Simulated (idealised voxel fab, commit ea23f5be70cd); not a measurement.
Process module in this document: voxel ribs on slabs
Cross-section cut: width 165 nm, square cells of 5 nm.
Just so we're on the same page, the cross-sections are grids of square cells, and they're listed out in bands top to bottom, each band one or more rows deep. Look at the band entry: it leads with the top's height and the bottom's height in nm. Then it lists the materials left to right, with a width in nm for each. The word "everywhere" on a single material says that material fills the band edge to edge. The word "empty" is empty space. Heights are measured from 0, the level below which the as-received wafer is all one material; the lowest band has no bottom and continues downward, written as in "0 -> down". It should be noted that a width expressed as "30 to 40" varies in equal increments from row to row of cells within the band, taking the value of the first number at the top row and that of the second number at the bottom row. Reading "stayed the same" for a step: not a cell of the cross-section changed in it. You'll see "Cavities, sealed" listing empty spaces that have no way open to the top, as long as they're 8 cells or more; the notation is width x height at distance, where the distance is from the left edge, and all of it is in nm. Note: text after step settings on the step line = simulator remark on that step. Steps that use a mask can have "overlay nm" on their line. It says how far the mask sat to the right of where it was meant to be. Negative means to the left.

Here's what the planned process steps look like:
- 1: RECEIVE [material Si]
- 2: DIRECTIONAL_DEP [material SiO2] [thk nm 20]
- 3: DIRECTIONAL_DEP [material polySi] [thk nm 20]
- 4: PATTERN [tone cover] [mask id RIB] [material resist] [width nm 15] [thk nm 15] [overlay nm 0]
- 5: DIRECTIONAL_ETCH [etch materials polySi] [depth nm 15]
- 6: STRIP [etch materials resist]
- 7: DIRECTIONAL_DEP [material aC] [thk nm 15]
- 8: PATTERN [tone cover] [mask id SLAB] [material resist] [width nm 55] [thk nm 30] [overlay nm 0]
- 9: DIRECTIONAL_ETCH [etch materials aC] [depth nm 15]
- 10: STRIP [etch materials resist]
- 11: DIRECTIONAL_ETCH [etch materials polySi] [depth nm 5]
- 12: STRIP [etch materials aC]
- 13: FILL_DEP [material SiO2] [thk nm 30]
- 14: CMP [height nm 60]
- 15: DIRECTIONAL_DEP [material W] [thk nm 5]
- 16: DIRECTIONAL_DEP [material aC] [thk nm 15]
- 17: PATTERN [tone cover] [mask id HEATER] [material resist] [width nm 25] [thk nm 35] [overlay nm 0]
- 18: DIRECTIONAL_ETCH [etch materials aC] [depth nm 15]
- 19: STRIP [etch materials resist]
- 20: DIRECTIONAL_ETCH [etch materials W] [depth nm 5]
- 21: STRIP [etch materials aC]
- 22: CONFORMAL_DEP [material SiO2] [thk nm 5]

The first of a set of two wafers, run to plan:

Wafer as received: cross-section following step 1:
* 0 -> down  Si everywhere
* Cavities, sealed: none

Presented here is a cross-section of the wafer after step 2 has been performed:
* 20 -> 0  SiO2 everywhere
* Whatever lies below 0 is exactly as it was before.

Presented here is a cross-section of the wafer after step 3 has been performed:
* 40 -> 20  polySi everywhere
* Whatever lies below 20 is exactly as it was before.

Presented here is a cross-section of the wafer after step 4 has been performed:
* 55 -> 40  75 of empty, then 15 of resist, then 75 of empty
* Whatever lies below 40 is exactly as it was before.

Presented here is a cross-section of the wafer after step 5 has been performed:
* 55 -> 40  75 of empty, then 15 of resist, then 75 of empty
* 40 -> 25  75 of empty, then 15 of polySi, then 75 of empty
* Whatever lies below 25 is exactly as it was before.

Presented here is a cross-section of the wafer after step 6 has been performed:
* 40 -> 25  75 of empty, then 15 of polySi, then 75 of empty
* Whatever lies below 25 is exactly as it was before.

Presented here is a cross-section of the wafer after step 7 has been performed:
* 55 -> 40  75 of empty, then 15 of aC, then 75 of empty
* 40 -> 25  75 of aC, then 15 of polySi, then 75 of aC
* Whatever lies below 25 is exactly as it was before.

Presented here is a cross-section of the wafer after step 8 has been performed:
* 85 -> 55  55 of empty, then 55 of resist, then 55 of empty
* 55 -> 40  55 of empty, then 20 of resist, then 15 of aC, then 20 of resist, then 55 of empty
* Whatever lies below 40 is exactly as it was before.

Presented here is a cross-section of the wafer after step 9 has been performed:
* 70 -> 55  55 of empty, then 55 of resist, then 55 of empty
* 55 -> 40  55 of empty, then 20 of resist, then 15 of aC, then 20 of resist, then 55 of empty
* 40 -> 25  55 of empty, then 20 of aC, then 15 of polySi, then 20 of aC, then 55 of empty
* Whatever lies below 25 is exactly as it was before.

Presented here is a cross-section of the wafer after step 10 has been performed:
* 55 -> 40  75 of empty, then 15 of aC, then 75 of empty
* Whatever lies below 40 is exactly as it was before.

Presented here is a cross-section of the wafer after step 11 has been performed:
* 55 -> 40  75 of empty, then 15 of aC, then 75 of empty
* 40 -> 25  55 of empty, then 20 of aC, then 15 of polySi, then 20 of aC, then 55 of empty
* 25 -> 20  55 of empty, then 55 of polySi, then 55 of empty
* Whatever lies below 20 is exactly as it was before.

Presented here is a cross-section of the wafer after step 12 has been performed:
* 40 -> 25  75 of empty, then 15 of polySi, then 75 of empty
* Whatever lies below 25 is exactly as it was before.

Presented here is a cross-section of the wafer after step 13 has been performed:
* 70 -> 40  SiO2 everywhere
* 40 -> 25  75 of SiO2, then 15 of polySi, then 75 of SiO2
* 25 -> 20  55 of SiO2, then 55 of polySi, then 55 of SiO2
* Whatever lies below 20 is exactly as it was before.

Presented here is a cross-section of the wafer after step 14 has been performed:
* 60 -> 40  SiO2 everywhere
* Whatever lies below 40 is exactly as it was before.

Presented here is a cross-section of the wafer after step 15 has been performed:
* 65 -> 60  W everywhere
* Whatever lies below 60 is exactly as it was before.

Presented here is a cross-section of the wafer after step 16 has been performed:
* 80 -> 65  aC everywhere
* Whatever lies below 65 is exactly as it was before.

Presented here is a cross-section of the wafer after step 17 has been performed:
* 115 -> 80  70 of empty, then 25 of resist, then 70 of empty
* Whatever lies below 80 is exactly as it was before.

Presented here is a cross-section of the wafer after step 18 has been performed:
* 100 -> 80  70 of empty, then 25 of resist, then 70 of empty
* 80 -> 65  70 of empty, then 25 of aC, then 70 of empty
* Whatever lies below 65 is exactly as it was before.

Presented here is a cross-section of the wafer after step 19 has been performed:
* 80 -> 65  70 of empty, then 25 of aC, then 70 of empty
* Whatever lies below 65 is exactly as it was before.

Presented here is a cross-section of the wafer after step 20 has been performed:
* 80 -> 65  70 of empty, then 25 of aC, then 70 of empty
* 65 -> 60  70 of empty, then 25 of W, then 70 of empty
* Whatever lies below 60 is exactly as it was before.

Presented here is a cross-section of the wafer after step 21 has been performed:
* 65 -> 60  70 of empty, then 25 of W, then 70 of empty
* Whatever lies below 60 is exactly as it was before.

Presented here is a cross-section of the wafer after step 22 has been performed:
* 70 -> 65  65 of empty, then 35 of SiO2, then 65 of empty
* 65 -> 60  70 of SiO2, then 25 of W, then 70 of SiO2
* Whatever lies below 60 is exactly as it was before.

Wafer two: like wafer one in start and plan, but with one mistake in execution; identical up to and including step 12:

Here is the second wafer in cross-section at the point where step 13 of the plan should have been done:
* 70 -> 20  polySi everywhere
* Whatever lies below 20 is exactly as it was before.

Here is the second wafer in cross-section at the point where step 14 of the plan should have been done:
* 60 -> 20  polySi everywhere
* Whatever lies below 20 is exactly as it was before.

Here is the second wafer in cross-section at the point where step 15 of the plan should have been done:
* 65 -> 60  W everywhere
* Whatever lies below 60 is exactly as it was before.

Here is the second wafer in cross-section at the point where step 16 of the plan should have been done:
* 80 -> 65  aC everywhere
* Whatever lies below 65 is exactly as it was before.

Here is the second wafer in cross-section at the point where step 17 of the plan should have been done:
* 115 -> 80  70 of empty, then 25 of resist, then 70 of empty
* Whatever lies below 80 is exactly as it was before.

Here is the second wafer in cross-section at the point where step 18 of the plan should have been done:
* 100 -> 80  70 of empty, then 25 of resist, then 70 of empty
* 80 -> 65  70 of empty, then 25 of aC, then 70 of empty
* Whatever lies below 65 is exactly as it was before.

Here is the second wafer in cross-section at the point where step 19 of the plan should have been done:
* 80 -> 65  70 of empty, then 25 of aC, then 70 of empty
* Whatever lies below 65 is exactly as it was before.

Here is the second wafer in cross-section at the point where step 20 of the plan should have been done:
* 80 -> 65  70 of empty, then 25 of aC, then 70 of empty
* 65 -> 60  70 of empty, then 25 of W, then 70 of empty
* Whatever lies below 60 is exactly as it was before.

Here is the second wafer in cross-section at the point where step 21 of the plan should have been done:
* 65 -> 60  70 of empty, then 25 of W, then 70 of empty
* Whatever lies below 60 is exactly as it was before.

Here is the second wafer in cross-section at the point where step 22 of the plan should have been done:
* 70 -> 65  65 of empty, then 35 of SiO2, then 65 of empty
* 65 -> 60  70 of SiO2, then 25 of W, then 70 of SiO2
* Whatever lies below 60 is exactly as it was before.
Plan not followed: for step 13, the planned setting was not used; the step was instead run as FILL_DEP [material polySi] [thk nm 30]
Final difference in cells, second wafer against first, listed per material as more or fewer: -244 SiO2 | +244 polySi
